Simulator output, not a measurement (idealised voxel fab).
Process module, titled voxel wiring stack
FYI the section here is cut, 295 nm wide, cells are 5 nm squares.
A cross-section is a grid of square cells, given in bands from the top down. A band is one or more rows of cells.
Heights first: top, then bottom, in nm. Then materials, left to right, each with a width in nm. "everywhere" on a single material: fills the band edge to edge. "air": empty space.
The level at which height equals 0 is the one under which the wafer, as it arrives, is entirely one material. No lower edge exists for the bottom band, which continues downward and is notated as in "0..down".
When a width is written as two numbers, as in "30 to 40", the first number is the width in the top row of cells of the band and the second is the width in its bottom row, and the width changes by the same amount from each row to the next.
You'll sometimes find "remained the same" written for a step, and that's the way of saying that nowhere in the cross-section did a cell change during that step.
Empty spaces without an open route to the top, at least 8 cells in extent, make up the entry "Enclosed void listing"; each is given as width x height at distance, where the distance is measured from the left edge, and all are in nm.
Formally, on a step line, whatever follows the settings is a remark that the simulator itself makes on the step.
"overlay nm" answers the question of how far to the right of plan the mask lay on a step that has a mask, and when it is negative the answer is to the left.
Structure of the following material. The material consists of pairs of cross-sections. Each pair comprises the cross-section before one process step and the cross-section after that step, the latter shown only down to the lowest band that changed. The step between the cross-sections is specified beneath each pair, including its settings. Pairs are not necessarily consecutive: they may derive from different runs of this module performed on the same starting wafer. Continuity with the pair above is to be assumed only where the entry headed "State before" of the pair in question states it.

### State before
> 115..110: Cu everywhere
> 110..105: 115 of TiN, then 5 of Cu, then 175 of TiN
> 105..85: 110 of SiO2, then 5 of TiN, then 5 of Cu, then 5 of TiN, then 170 of SiO2
> 85..80: 110 of SiCN, then 15 of TiN, then 170 of SiCN
> 80..65: 110 of lowk, then 5 of TiN, then 15 of Ru, then 5 of TiN, then 20 of lowk, then 5 of TiN, then 15 of Ru, then 5 of TiN, then 115 of lowk
> 65..60: 110 of SiCN, then 25 of TiN, then 20 of SiCN, then 25 of TiN, then 115 of SiCN
> 60..45: 110 of lowk, then 15 of Ru, then 170 of lowk
> 45..40: 110 of SiCN, then 15 of Ru, then 170 of SiCN
> 40..35: Cu everywhere
> 35..30: 115 of TiN, then 15 of Cu, then 30 of TiN, then 15 of Cu, then 120 of TiN
> 30..5: 110 of lowk, then 5 of TiN, then 15 of Cu, then 5 of TiN, then 20 of lowk, then 5 of TiN, then 15 of Cu, then 5 of TiN, then 115 of lowk
> 5..0: 110 of SiCN, then 25 of TiN, then 20 of SiCN, then 25 of TiN, then 115 of SiCN
> 0..down: Si everywhere
> Enclosed void listing: none

### As Processed
> 105..85: 110 of SiO2, then 5 of TiN, then 5 of Cu, then 5 of TiN, then 170 of SiO2
> Below 85 it's all the same as before, nothing changed down there.
> Enclosed void listing: none
What was done to get from the upper cross-section to the lower one? CMP with height nm 105

State before: the cross-section after the pair above

### As Processed
> 110..105: TiN everywhere
> Below 105 it's all the same as before, nothing changed down there.
> Enclosed void listing: none
What was done to get from the upper cross-section to the lower one? DIRECTIONAL_DEP with material TiN, thk nm 5

State before: the cross-section after the pair above

### As Processed
> 135..110: Ru everywhere
> Below 110 it's all the same as before, nothing changed down there.
> Enclosed void listing: none
What was done to get from the upper cross-section to the lower one? DIRECTIONAL_DEP with material Ru, thk nm 25

State before: the cross-section after the pair above

### As Processed
> 145..135: aC everywhere
> Below 135 it's all the same as before, nothing changed down there.
> Enclosed void listing: none
What was done to get from the upper cross-section to the lower one? DIRECTIONAL_DEP with material aC, thk nm 10

State before: the cross-section after the pair above

### As Processed
> 170..145: 110 of air, then 25 of resist, then 20 of air, then 25 of resist, then 115 of air
> Below 145 it's all the same as before, nothing changed down there.
> Enclosed void listing: none
What was done to get from the upper cross-section to the lower one? PATTERN with tone cover, mask id METAL_3, material resist, width nm 25, pitch nm 45, thk nm 25, overlay nm 0

State before: the cross-section after the pair above

### As Processed
> 160..145: 110 of air, then 25 of resist, then 20 of air, then 25 of resist, then 115 of air
> 145..135: 110 of air, then 25 of aC, then 20 of air, then 25 of aC, then 115 of air
> Below 135 it's all the same as before, nothing changed down there.
> Enclosed void listing: none
What was done to get from the upper cross-section to the lower one? DIRECTIONAL_ETCH with etch materials aC, depth nm 10

State before: the cross-section after the pair above

### As Processed
> 145..135: 110 of air, then 25 of aC, then 20 of air, then 25 of aC, then 115 of air
> Below 135 it's all the same as before, nothing changed down there.
> Enclosed void listing: none
What was done to get from the upper cross-section to the lower one? STRIP with etch materials resist

State before: the cross-section after the pair above

### As Processed
> 145..135: 110 of air, then 25 of aC, then 20 of air, then 25 of aC, then 115 of air
> 135..110: 110 of air, then 25 of Ru, then 20 of air, then 25 of Ru, then 115 of air
> Below 110 it's all the same as before, nothing changed down there.
> Enclosed void listing: none
What was done to get from the upper cross-section to the lower one? DIRECTIONAL_ETCH with etch materials Ru, depth nm 25

State before: the cross-section after the pair above

### As Processed
> 145..135: 110 of air, then 25 of aC, then 20 of air, then 25 of aC, then 115 of air
> 135..110: 110 of air, then 25 of Ru, then 20 of air, then 25 of Ru, then 115 of air
> 110..105: 110 of air, then 25 of TiN, then 20 of air, then 25 of TiN, then 115 of air
> Below 105 it's all the same as before, nothing changed down there.
> Enclosed void listing: none
What was done to get from the upper cross-section to the lower one? DIRECTIONAL_ETCH with etch materials TiN, depth nm 5

State before: the cross-section after the pair above

### As Processed
> 135..110: 110 of air, then 25 of Ru, then 20 of air, then 25 of Ru, then 115 of air
> Below 110 it's all the same as before, nothing changed down there.
> Enclosed void listing: none
What was done to get from the upper cross-section to the lower one? STRIP with etch materials aC

State before: the cross-section after the pair above

### As Processed
> 140..135: 105 of air, then 35 of SiN, then 10 of air, then 35 of SiN, then 110 of air
> 135..110: 105 of air, then 5 of SiN, then 25 of Ru, then 5 of SiN, then 10 of air, then 5 of SiN, then 25 of Ru, then 5 of SiN, then 110 of air
> 110..105: 110 of SiN, then 25 of TiN, then 20 of SiN, then 25 of TiN, then 115 of SiN
> Below 105 it's all the same as before, nothing changed down there.
> Enclosed void listing: none
What was done to get from the upper cross-section to the lower one? CONFORMAL_DEP with material SiN, thk nm 5

State before: the cross-section after the pair above

### As Processed
> 145..140: SiO2 everywhere
> 140..135: 105 of SiO2, then 35 of SiN, then 10 of SiO2, then 35 of SiN, then 110 of SiO2
> 135..110: 105 of SiO2, then 5 of SiN, then 25 of Ru, then 5 of SiN, then 10 of SiO2, then 5 of SiN, then 25 of Ru, then 5 of SiN, then 110 of SiO2
> Below 110 it's all the same as before, nothing changed down there.
> Enclosed void listing: none
What was done to get from the upper cross-section to the lower one? FILL_DEP with material SiO2, thk nm 5

State before: the cross-section after the pair above

### As Processed
> 135..110: 105 of SiO2, then 5 of SiN, then 25 of Ru, then 5 of SiN, then 10 of SiO2, then 5 of SiN, then 25 of Ru, then 5 of SiN, then 110 of SiO2
> Below 110 it's all the same as before, nothing changed down there.
> Enclosed void listing: none
What was done to get from the upper cross-section to the lower one? CMP with height nm 135

State before: the cross-section after the pair above

### As Processed
> 140..135: SiN everywhere
> Below 135 it's all the same as before, nothing changed down there.
> Enclosed void listing: none
What was done to get from the upper cross-section to the lower one? CONFORMAL_DEP with material SiN, thk nm 5

### State before
> 60..45: 110 of lowk, then 15 of Ru, then 170 of lowk
> 45..40: 110 of SiCN, then 15 of Ru, then 170 of SiCN
> 40..15: 110 of lowk, then 5 of TiN, then 15 of Cu, then 5 of TiN, then 20 of lowk, then 5 of TiN, then 15 of Cu, then 5 of TiN, then 115 of lowk
> 15..10: 110 of SiCN, then 25 of TiN, then 20 of SiCN, then 25 of TiN, then 115 of SiCN
> 10..0: SiO2 everywhere
> 0..down: Si everywhere
> Enclosed void listing: none

### As Processed
> 70..60: 100 of air, then 35 of Ru, then 160 of air
> Below 60 it's all the same as before, nothing changed down there.
> Enclosed void listing: none
What was done to get from the upper cross-section to the lower one? EPI with material Ru, thk nm 10

State before: the cross-section after the pair above

### As Processed
> 75..70: 95 of air, then 45 of SiCN, then 155 of air
> 70..65: 95 of air, then 5 of SiCN, then 35 of Ru, then 5 of SiCN, then 155 of air
> 65..60: 100 of SiCN, then 35 of Ru, then 160 of SiCN
> Below 60 it's all the same as before, nothing changed down there.
> Enclosed void listing: none
What was done to get from the upper cross-section to the lower one? CONFORMAL_DEP with material SiCN, thk nm 5

State before: the cross-section after the pair above

### As Processed
> 90..80: 95 of air, then 45 of lowk, then 155 of air
> 80..75: lowk everywhere
> 75..70: 95 of lowk, then 45 of SiCN, then 155 of lowk
> 70..65: 95 of lowk, then 5 of SiCN, then 35 of Ru, then 5 of SiCN, then 155 of lowk
> Below 65 it's all the same as before, nothing changed down there.
> Enclosed void listing: none
What was done to get from the upper cross-section to the lower one? DIRECTIONAL_DEP with material lowk, thk nm 15

State before: the cross-section after the pair above

### As Processed
> 110..90: 110 of resist, then 25 of air, then 20 of resist, then 25 of air, then 115 of resist
> 90..80: 95 of resist, then 45 of lowk, then 15 of resist, then 25 of air, then 115 of resist
> Below 80 it's all the same as before, nothing changed down there.
> Enclosed void listing: none
What was done to get from the upper cross-section to the lower one? PATTERN with tone open, mask id METAL_2, material resist, width nm 25, pitch nm 45, thk nm 20, overlay nm 0

State before: the cross-section after the pair above

### As Processed
> 110..90: 110 of resist, then 25 of air, then 20 of resist, then 25 of air, then 115 of resist
> 90..80: 95 of resist, then 15 of lowk, then 25 of air, then 5 of lowk, then 15 of resist, then 25 of air, then 115 of resist
> 80..75: 110 of lowk, then 25 of air, then 20 of lowk, then 25 of air, then 115 of lowk
> 75..70: 95 of lowk, then 45 of SiCN, then 15 of lowk, then 25 of air, then 115 of lowk
> 70..65: 95 of lowk, then 5 of SiCN, then 35 of Ru, then 5 of SiCN, then 15 of lowk, then 25 of air, then 115 of lowk
> Below 65 it's all the same as before, nothing changed down there.
> Enclosed void listing: none
What was done to get from the upper cross-section to the lower one? DIRECTIONAL_ETCH with etch materials lowk, depth nm 15

State before: the cross-section after the pair above

### As Processed
> 110..90: 110 of resist, then 25 of air, then 20 of resist, then 25 of air, then 115 of resist
> 90..80: 95 of resist, then 15 of lowk, then 25 of air, then 5 of lowk, then 15 of resist, then 25 of air, then 115 of resist
> 80..75: 110 of lowk, then 25 of air, then 20 of lowk, then 25 of air, then 115 of lowk
> 75..70: 95 of lowk, then 15 of SiCN, then 25 of air, then 5 of SiCN, then 15 of lowk, then 25 of air, then 115 of lowk
> 70..65: 95 of lowk, then 5 of SiCN, then 35 of Ru, then 5 of SiCN, then 15 of lowk, then 25 of air, then 115 of lowk
> 65..60: 100 of SiCN, then 35 of Ru, then 20 of SiCN, then 25 of air, then 115 of SiCN
> Below 60 it's all the same as before, nothing changed down there.
> Enclosed void listing: none
What was done to get from the upper cross-section to the lower one? DIRECTIONAL_ETCH with etch materials SiCN, depth nm 5

State before: the cross-section after the pair above

### As Processed
> 90..80: 95 of air, then 15 of lowk, then 25 of air, then 5 of lowk, then 155 of air
> Below 80 it's all the same as before, nothing changed down there.
> Enclosed void listing: none
What was done to get from the upper cross-section to the lower one? STRIP with etch materials resist

State before: the cross-section after the pair above

### As Processed
> 95..90: 90 of air, then 25 of TiN, then 15 of air, then 15 of TiN, then 150 of air
> 90..85: 90 of air, then 5 of TiN, then 15 of lowk, then 5 of TiN, then 15 of air, then 5 of TiN, then 5 of lowk, then 5 of TiN, then 150 of air
> 85..80: 95 of TiN, then 15 of lowk, then 5 of TiN, then 15 of air, then 5 of TiN, then 5 of lowk, then 20 of TiN, then 15 of air, then 120 of TiN
> 80..75: 110 of lowk, then 5 of TiN, then 15 of air, then 5 of TiN, then 20 of lowk, then 5 of TiN, then 15 of air, then 5 of TiN, then 115 of lowk
> 75..70: 95 of lowk, then 15 of SiCN, then 25 of TiN, then 5 of SiCN, then 15 of lowk, then 5 of TiN, then 15 of air, then 5 of TiN, then 115 of lowk
> 70..65: 95 of lowk, then 5 of SiCN, then 35 of Ru, then 5 of SiCN, then 15 of lowk, then 5 of TiN, then 15 of air, then 5 of TiN, then 115 of lowk
> 65..60: 100 of SiCN, then 35 of Ru, then 20 of SiCN, then 25 of TiN, then 115 of SiCN
> Below 60 it's all the same as before, nothing changed down there.
> Enclosed void listing: none
What was done to get from the upper cross-section to the lower one? CONFORMAL_DEP with material TiN, thk nm 5

State before: the cross-section after the pair above

### As Processed
> 100..95: Ru everywhere
> 95..90: 90 of Ru, then 25 of TiN, then 15 of Ru, then 15 of TiN, then 150 of Ru
> 90..85: 90 of Ru, then 5 of TiN, then 15 of lowk, then 5 of TiN, then 15 of Ru, then 5 of TiN, then 5 of lowk, then 5 of TiN, then 150 of Ru
> 85..80: 95 of TiN, then 15 of lowk, then 5 of TiN, then 15 of Ru, then 5 of TiN, then 5 of lowk, then 20 of TiN, then 15 of Ru, then 120 of TiN
> 80..75: 110 of lowk, then 5 of TiN, then 15 of Ru, then 5 of TiN, then 20 of lowk, then 5 of TiN, then 15 of Ru, then 5 of TiN, then 115 of lowk
> 75..70: 95 of lowk, then 15 of SiCN, then 25 of TiN, then 5 of SiCN, then 15 of lowk, then 5 of TiN, then 15 of Ru, then 5 of TiN, then 115 of lowk
> 70..65: 95 of lowk, then 5 of SiCN, then 35 of Ru, then 5 of SiCN, then 15 of lowk, then 5 of TiN, then 15 of Ru, then 5 of TiN, then 115 of lowk
> Below 65 it's all the same as before, nothing changed down there.
> Enclosed void listing: none
What was done to get from the upper cross-section to the lower one? FILL_DEP with material Ru, thk nm 5

State before: the cross-section after the pair above

### As Processed
> 80..75: 110 of lowk, then 5 of TiN, then 15 of Ru, then 5 of TiN, then 20 of lowk, then 5 of TiN, then 15 of Ru, then 5 of TiN, then 115 of lowk
> Below 75 it's all the same as before, nothing changed down there.
> Enclosed void listing: none
What was done to get from the upper cross-section to the lower one? CMP with height nm 80

State before: the cross-section after the pair above

### As Processed
> 85..80: SiCN everywhere
> Below 80 it's all the same as before, nothing changed down there.
> Enclosed void listing: none
What was done to get from the upper cross-section to the lower one? CONFORMAL_DEP with material SiCN, thk nm 5

State before: the cross-section after the pair above

### As Processed
> 105..85: SiO2 everywhere
> Below 85 it's all the same as before, nothing changed down there.
> Enclosed void listing: none
What was done to get from the upper cross-section to the lower one? DIRECTIONAL_DEP with material SiO2, thk nm 20

State before: the cross-section after the pair above

### As Processed
> 125..105: 110 of resist, then 15 of air, then 170 of resist
> Below 105 it's all the same as before, nothing changed down there.
> Enclosed void listing: none
What was done to get from the upper cross-section to the lower one? PATTERN with tone open, mask id PLUG_2, material resist, width nm 15, thk nm 20, overlay nm 0

State before: the cross-section after the pair above

### As Processed
> 125..105: 110 of resist, then 15 of air, then 170 of resist
> 105..85: 110 of SiO2, then 15 of air, then 170 of SiO2
> Below 85 it's all the same as before, nothing changed down there.
> Enclosed void listing: none
What was done to get from the upper cross-section to the lower one? DIRECTIONAL_ETCH with etch materials SiO2, depth nm 20

State before: the cross-section after the pair above

### As Processed
> 125..105: 110 of resist, then 15 of air, then 170 of resist
> 105..85: 110 of SiO2, then 15 of air, then 170 of SiO2
> 85..80: 110 of SiCN, then 15 of air, then 170 of SiCN
> Below 80 it's all the same as before, nothing changed down there.
> Enclosed void listing: none
What was done to get from the upper cross-section to the lower one? DIRECTIONAL_ETCH with etch materials SiCN, depth nm 5

State before: the cross-section after the pair above

### As Processed
> 105..85: 110 of SiO2, then 15 of air, then 170 of SiO2
> Below 85 it's all the same as before, nothing changed down there.
> Enclosed void listing: none
What was done to get from the upper cross-section to the lower one? STRIP with etch materials resist

State before: the cross-section after the pair above

### As Processed
> 110..105: 115 of TiN, then 5 of air, then 175 of TiN
> 105..85: 110 of SiO2, then 5 of TiN, then 5 of air, then 5 of TiN, then 170 of SiO2
> 85..80: 110 of SiCN, then 15 of TiN, then 170 of SiCN
> Below 80 it's all the same as before, nothing changed down there.
> Enclosed void listing: none
What was done to get from the upper cross-section to the lower one? CONFORMAL_DEP with material TiN, thk nm 5

State before: the cross-section after the pair above

### As Processed
> 115..110: Cu everywhere
> 110..105: 115 of TiN, then 5 of Cu, then 175 of TiN
> 105..85: 110 of SiO2, then 5 of TiN, then 5 of Cu, then 5 of TiN, then 170 of SiO2
> Below 85 it's all the same as before, nothing changed down there.
> Enclosed void listing: none
What was done to get from the upper cross-section to the lower one? FILL_DEP with material Cu, thk nm 5

State before: the cross-section after the pair above

### As Processed
> 105..85: 110 of SiO2, then 5 of TiN, then 5 of Cu, then 5 of TiN, then 170 of SiO2
> Below 85 it's all the same as before, nothing changed down there.
> Enclosed void listing: none
What was done to get from the upper cross-section to the lower one? CMP with height nm 105

State before: the cross-section after the pair above

### As Processed
> 110..105: TiN everywhere
> Below 105 it's all the same as before, nothing changed down there.
> Enclosed void listing: none
What was done to get from the upper cross-section to the lower one? DIRECTIONAL_DEP with material TiN, thk nm 5

State before: the cross-section after the pair above

### As Processed
> 135..110: Ru everywhere
> Below 110 it's all the same as before, nothing changed down there.
> Enclosed void listing: none
What was done to get from the upper cross-section to the lower one? DIRECTIONAL_DEP with material Ru, thk nm 25

State before: the cross-section after the pair above

### As Processed
> 145..135: aC everywhere
> Below 135 it's all the same as before, nothing changed down there.
> Enclosed void listing: none
What was done to get from the upper cross-section to the lower one? DIRECTIONAL_DEP with material aC, thk nm 10

State before: the cross-section after the pair above

### As Processed
> 170..145: 110 of air, then 25 of resist, then 20 of air, then 25 of resist, then 115 of air
> Below 145 it's all the same as before, nothing changed down there.
> Enclosed void listing: none
What was done to get from the upper cross-section to the lower one? PATTERN with tone cover, mask id METAL_3, material resist, width nm 25, pitch nm 45, thk nm 25, overlay nm 0

State before: the cross-section after the pair above

### As Processed
> 160..145: 110 of air, then 25 of resist, then 20 of air, then 25 of resist, then 115 of air
> 145..135: 110 of air, then 25 of aC, then 20 of air, then 25 of aC, then 115 of air
> Below 135 it's all the same as before, nothing changed down there.
> Enclosed void listing: none
What was done to get from the upper cross-section to the lower one? DIRECTIONAL_ETCH with etch materials aC, depth nm 10

State before: the cross-section after the pair above

### As Processed
> 145..135: 110 of air, then 25 of aC, then 20 of air, then 25 of aC, then 115 of air
> Below 135 it's all the same as before, nothing changed down there.
> Enclosed void listing: none
What was done to get from the upper cross-section to the lower one? STRIP with etch materials resist

State before: the cross-section after the pair above

### As Processed
> 145..135: 110 of air, then 25 of aC, then 20 of air, then 25 of aC, then 115 of air
> 135..110: 110 of air, then 25 of Ru, then 20 of air, then 25 of Ru, then 115 of air
> Below 110 it's all the same as before, nothing changed down there.
> Enclosed void listing: none
What was done to get from the upper cross-section to the lower one? DIRECTIONAL_ETCH with etch materials Ru, depth nm 25

State before: the cross-section after the pair above

### As Processed
> 145..135: 110 of air, then 25 of aC, then 20 of air, then 25 of aC, then 115 of air
> 135..110: 110 of air, then 25 of Ru, then 20 of air, then 25 of Ru, then 115 of air
> 110..105: 110 of air, then 25 of TiN, then 20 of air, then 25 of TiN, then 115 of air
> Below 105 it's all the same as before, nothing changed down there.
> Enclosed void listing: none
What was done to get from the upper cross-section to the lower one? DIRECTIONAL_ETCH with etch materials TiN, depth nm 5

State before: the cross-section after the pair above

### As Processed
> 135..110: 110 of air, then 25 of Ru, then 20 of air, then 25 of Ru, then 115 of air
> Below 110 it's all the same as before, nothing changed down there.
> Enclosed void listing: none
What was done to get from the upper cross-section to the lower one? STRIP with etch materials aC

State before: the cross-section after the pair above

### As Processed
> 140..135: 105 of air, then 35 of SiN, then 10 of air, then 35 of SiN, then 110 of air
> 135..110: 105 of air, then 5 of SiN, then 25 of Ru, then 5 of SiN, then 10 of air, then 5 of SiN, then 25 of Ru, then 5 of SiN, then 110 of air
> 110..105: 110 of SiN, then 25 of TiN, then 20 of SiN, then 25 of TiN, then 115 of SiN
> Below 105 it's all the same as before, nothing changed down there.
> Enclosed void listing: none
What was done to get from the upper cross-section to the lower one? CONFORMAL_DEP with material SiN, thk nm 5

State before: the cross-section after the pair above

### As Processed
> 145..140: SiO2 everywhere
> 140..135: 105 of SiO2, then 35 of SiN, then 10 of SiO2, then 35 of SiN, then 110 of SiO2
> 135..110: 105 of SiO2, then 5 of SiN, then 25 of Ru, then 5 of SiN, then 10 of SiO2, then 5 of SiN, then 25 of Ru, then 5 of SiN, then 110 of SiO2
> Below 110 it's all the same as before, nothing changed down there.
> Enclosed void listing: none
What was done to get from the upper cross-section to the lower one? FILL_DEP with material SiO2, thk nm 5

State before: the cross-section after the pair above

### As Processed
> 135..110: 105 of SiO2, then 5 of SiN, then 25 of Ru, then 5 of SiN, then 10 of SiO2, then 5 of SiN, then 25 of Ru, then 5 of SiN, then 110 of SiO2
> Below 110 it's all the same as before, nothing changed down there.
> Enclosed void listing: none
What was done to get from the upper cross-section to the lower one? CMP with height nm 135

State before: the cross-section after the pair above

### As Processed
> 140..135: SiN everywhere
> Below 135 it's all the same as before, nothing changed down there.
> Enclosed void listing: none
What was done to get from the upper cross-section to the lower one? CONFORMAL_DEP with material SiN, thk nm 5

### State before
> 40..15: 110 of lowk, then 5 of TiN, then 15 of Cu, then 5 of TiN, then 20 of lowk, then 5 of TiN, then 15 of Cu, then 5 of TiN, then 115 of lowk
> 15..10: 110 of SiCN, then 25 of TiN, then 20 of SiCN, then 25 of TiN, then 115 of SiCN
> 10..0: SiO2 everywhere
> 0..down: Si everywhere
> Enclosed void listing: none

### As Processed
> 55..40: lowk everywhere
> Below 40 it's all the same as before, nothing changed down there.
> Enclosed void listing: none
What was done to get from the upper cross-section to the lower one? DIRECTIONAL_DEP with material lowk, thk nm 15

State before: the cross-section after the pair above

### As Processed
> 60..55: SiCN everywhere
> Below 55 it's all the same as before, nothing changed down there.
> Enclosed void listing: none
What was done to get from the upper cross-section to the lower one? CONFORMAL_DEP with material SiCN, thk nm 5

State before: the cross-section after the pair above

### As Processed
> 75..60: aC everywhere
> Below 60 it's all the same as before, nothing changed down there.
> Enclosed void listing: none
What was done to get from the upper cross-section to the lower one? DIRECTIONAL_DEP with material aC, thk nm 15

State before: the cross-section after the pair above

### As Processed
> 110..75: 110 of resist, then 15 of air, then 170 of resist
> Below 75 it's all the same as before, nothing changed down there.
> Enclosed void listing: none
What was done to get from the upper cross-section to the lower one? PATTERN with tone open, mask id PLUG_1, material resist, width nm 15, thk nm 35, overlay nm 0

State before: the cross-section after the pair above

### As Processed
> 95..75: 110 of resist, then 15 of air, then 170 of resist
> 75..60: 110 of aC, then 15 of air, then 170 of aC
> Below 60 it's all the same as before, nothing changed down there.
> Enclosed void listing: none
What was done to get from the upper cross-section to the lower one? DIRECTIONAL_ETCH with etch materials aC, depth nm 15

State before: the cross-section after the pair above

### As Processed
> 75..60: 110 of aC, then 15 of air, then 170 of aC
> Below 60 it's all the same as before, nothing changed down there.
> Enclosed void listing: none
What was done to get from the upper cross-section to the lower one? STRIP with etch materials resist

State before: the cross-section after the pair above

### As Processed
> 75..60: 110 of aC, then 15 of air, then 170 of aC
> 60..55: 110 of SiCN, then 15 of air, then 170 of SiCN
> Below 55 it's all the same as before, nothing changed down there.
> Enclosed void listing: none
What was done to get from the upper cross-section to the lower one? DIRECTIONAL_ETCH with etch materials SiCN, depth nm 5

State before: the cross-section after the pair above

### As Processed
> 60..55: 110 of SiCN, then 15 of air, then 170 of SiCN
> Below 55 it's all the same as before, nothing changed down there.
> Enclosed void listing: none
What was done to get from the upper cross-section to the lower one? STRIP with etch materials aC

State before: the cross-section after the pair above

### As Processed
> 65..60: 115 of SiCN, then 5 of air, then 175 of SiCN
> 60..55: SiCN everywhere
> Below 55 it's all the same as before, nothing changed down there.
> Enclosed void listing: none
What was done to get from the upper cross-section to the lower one? CONFORMAL_DEP with material SiCN, thk nm 5

State before: the cross-section after the pair above

### As Processed
> 80..75: 115 of lowk, then 5 of air, then 175 of lowk
> 75..65: lowk everywhere
> 65..60: 115 of SiCN, then 5 of lowk, then 175 of SiCN
> Below 60 it's all the same as before, nothing changed down there.
> Enclosed void listing: none
What was done to get from the upper cross-section to the lower one? DIRECTIONAL_DEP with material lowk, thk nm 15

State before: the cross-section after the pair above

### As Processed
> 100..80: 110 of resist, then 25 of air, then 20 of resist, then 25 of air, then 115 of resist
> Below 80 it's all the same as before, nothing changed down there.
> Enclosed void listing: none
What was done to get from the upper cross-section to the lower one? PATTERN with tone open, mask id METAL_2, material resist, width nm 25, pitch nm 45, thk nm 20, overlay nm 0

State before: the cross-section after the pair above

### As Processed
> 100..80: 110 of resist, then 25 of air, then 20 of resist, then 25 of air, then 115 of resist
> 80..65: 110 of lowk, then 25 of air, then 20 of lowk, then 25 of air, then 115 of lowk
> 65..60: 115 of SiCN, then 5 of air, then 175 of SiCN
> Below 60 it's all the same as before, nothing changed down there.
> Enclosed void listing: none
What was done to get from the upper cross-section to the lower one? DIRECTIONAL_ETCH with etch materials lowk, depth nm 15

State before: the cross-section after the pair above

### As Processed
> 100..80: 110 of resist, then 25 of air, then 20 of resist, then 25 of air, then 115 of resist
> 80..65: 110 of lowk, then 25 of air, then 20 of lowk, then 25 of air, then 115 of lowk
> 65..60: 110 of SiCN, then 25 of air, then 20 of SiCN, then 25 of air, then 115 of SiCN
> 60..55: 115 of SiCN, then 5 of air, then 175 of SiCN
> Below 55 it's all the same as before, nothing changed down there.
> Enclosed void listing: none
What was done to get from the upper cross-section to the lower one? DIRECTIONAL_ETCH with etch materials SiCN, depth nm 5

State before: the cross-section after the pair above

### As Processed
> 80..65: 110 of lowk, then 25 of air, then 20 of lowk, then 25 of air, then 115 of lowk
> Below 65 it's all the same as before, nothing changed down there.
> Enclosed void listing: none
What was done to get from the upper cross-section to the lower one? STRIP with etch materials resist

State before: the cross-section after the pair above

### As Processed
> 85..80: 115 of TiN, then 15 of air, then 30 of TiN, then 15 of air, then 120 of TiN
> 80..65: 110 of lowk, then 5 of TiN, then 15 of air, then 5 of TiN, then 20 of lowk, then 5 of TiN, then 15 of air, then 5 of TiN, then 115 of lowk
> 65..60: 110 of SiCN, then 25 of TiN, then 20 of SiCN, then 25 of TiN, then 115 of SiCN
> 60..55: 115 of SiCN, then 5 of TiN, then 175 of SiCN
> Below 55 it's all the same as before, nothing changed down there.
> Enclosed void listing: none
What was done to get from the upper cross-section to the lower one? CONFORMAL_DEP with material TiN, thk nm 5

State before: the cross-section after the pair above

### As Processed
> 90..85: Ru everywhere
> 85..80: 115 of TiN, then 15 of Ru, then 30 of TiN, then 15 of Ru, then 120 of TiN
> 80..65: 110 of lowk, then 5 of TiN, then 15 of Ru, then 5 of TiN, then 20 of lowk, then 5 of TiN, then 15 of Ru, then 5 of TiN, then 115 of lowk
> Below 65 it's all the same as before, nothing changed down there.
> Enclosed void listing: none
What was done to get from the upper cross-section to the lower one? FILL_DEP with material Ru, thk nm 5

State before: the cross-section after the pair above

### As Processed
> 80..65: 110 of lowk, then 5 of TiN, then 15 of Ru, then 5 of TiN, then 20 of lowk, then 5 of TiN, then 15 of Ru, then 5 of TiN, then 115 of lowk
> Below 65 it's all the same as before, nothing changed down there.
> Enclosed void listing: none
What was done to get from the upper cross-section to the lower one? CMP with height nm 80

State before: the cross-section after the pair above

### As Processed
> 85..80: SiCN everywhere
> Below 80 it's all the same as before, nothing changed down there.
> Enclosed void listing: none
What was done to get from the upper cross-section to the lower one? CONFORMAL_DEP with material SiCN, thk nm 5

State before: the cross-section after the pair above

### As Processed
> 105..85: SiO2 everywhere
> Below 85 it's all the same as before, nothing changed down there.
> Enclosed void listing: none
What was done to get from the upper cross-section to the lower one? DIRECTIONAL_DEP with material SiO2, thk nm 20

State before: the cross-section after the pair above

### As Processed
> 125..105: 110 of resist, then 15 of air, then 170 of resist
> Below 105 it's all the same as before, nothing changed down there.
> Enclosed void listing: none
What was done to get from the upper cross-section to the lower one? PATTERN with tone open, mask id PLUG_2, material resist, width nm 15, thk nm 20, overlay nm 0

State before: the cross-section after the pair above

### As Processed
> 125..105: 110 of resist, then 15 of air, then 170 of resist
> 105..85: 110 of SiO2, then 15 of air, then 170 of SiO2
> Below 85 it's all the same as before, nothing changed down there.
> Enclosed void listing: none
What was done to get from the upper cross-section to the lower one? DIRECTIONAL_ETCH with etch materials SiO2, depth nm 20

State before: the cross-section after the pair above

### As Processed
> 125..105: 110 of resist, then 15 of air, then 170 of resist
> 105..85: 110 of SiO2, then 15 of air, then 170 of SiO2
> 85..80: 110 of SiCN, then 15 of air, then 170 of SiCN
> Below 80 it's all the same as before, nothing changed down there.
> Enclosed void listing: none
What was done to get from the upper cross-section to the lower one? DIRECTIONAL_ETCH with etch materials SiCN, depth nm 5

State before: the cross-section after the pair above

### As Processed
> 105..85: 110 of SiO2, then 15 of air, then 170 of SiO2
> Below 85 it's all the same as before, nothing changed down there.
> Enclosed void listing: none
What was done to get from the upper cross-section to the lower one? STRIP with etch materials resist

State before: the cross-section after the pair above

### As Processed
> 110..105: 115 of TiN, then 5 of air, then 175 of TiN
> 105..85: 110 of SiO2, then 5 of TiN, then 5 of air, then 5 of TiN, then 170 of SiO2
> 85..80: 110 of SiCN, then 15 of TiN, then 170 of SiCN
> Below 80 it's all the same as before, nothing changed down there.
> Enclosed void listing: none
What was done to get from the upper cross-section to the lower one? CONFORMAL_DEP with material TiN, thk nm 5

State before: the cross-section after the pair above

### As Processed
> 115..110: Cu everywhere
> 110..105: 115 of TiN, then 5 of Cu, then 175 of TiN
> 105..85: 110 of SiO2, then 5 of TiN, then 5 of Cu, then 5 of TiN, then 170 of SiO2
> Below 85 it's all the same as before, nothing changed down there.
> Enclosed void listing: none
What was done to get from the upper cross-section to the lower one? FILL_DEP with material Cu, thk nm 5

State before: the cross-section after the pair above

### As Processed
> 105..85: 110 of SiO2, then 5 of TiN, then 5 of Cu, then 5 of TiN, then 170 of SiO2
> Below 85 it's all the same as before, nothing changed down there.
> Enclosed void listing: none
What was done to get from the upper cross-section to the lower one? CMP with height nm 105

State before: the cross-section after the pair above

### As Processed
> 110..105: TiN everywhere
> Below 105 it's all the same as before, nothing changed down there.
> Enclosed void listing: none
What was done to get from the upper cross-section to the lower one? DIRECTIONAL_DEP with material TiN, thk nm 5

State before: the cross-section after the pair above

### As Processed
> 135..110: Ru everywhere
> Below 110 it's all the same as before, nothing changed down there.
> Enclosed void listing: none
What was done to get from the upper cross-section to the lower one? DIRECTIONAL_DEP with material Ru, thk nm 25
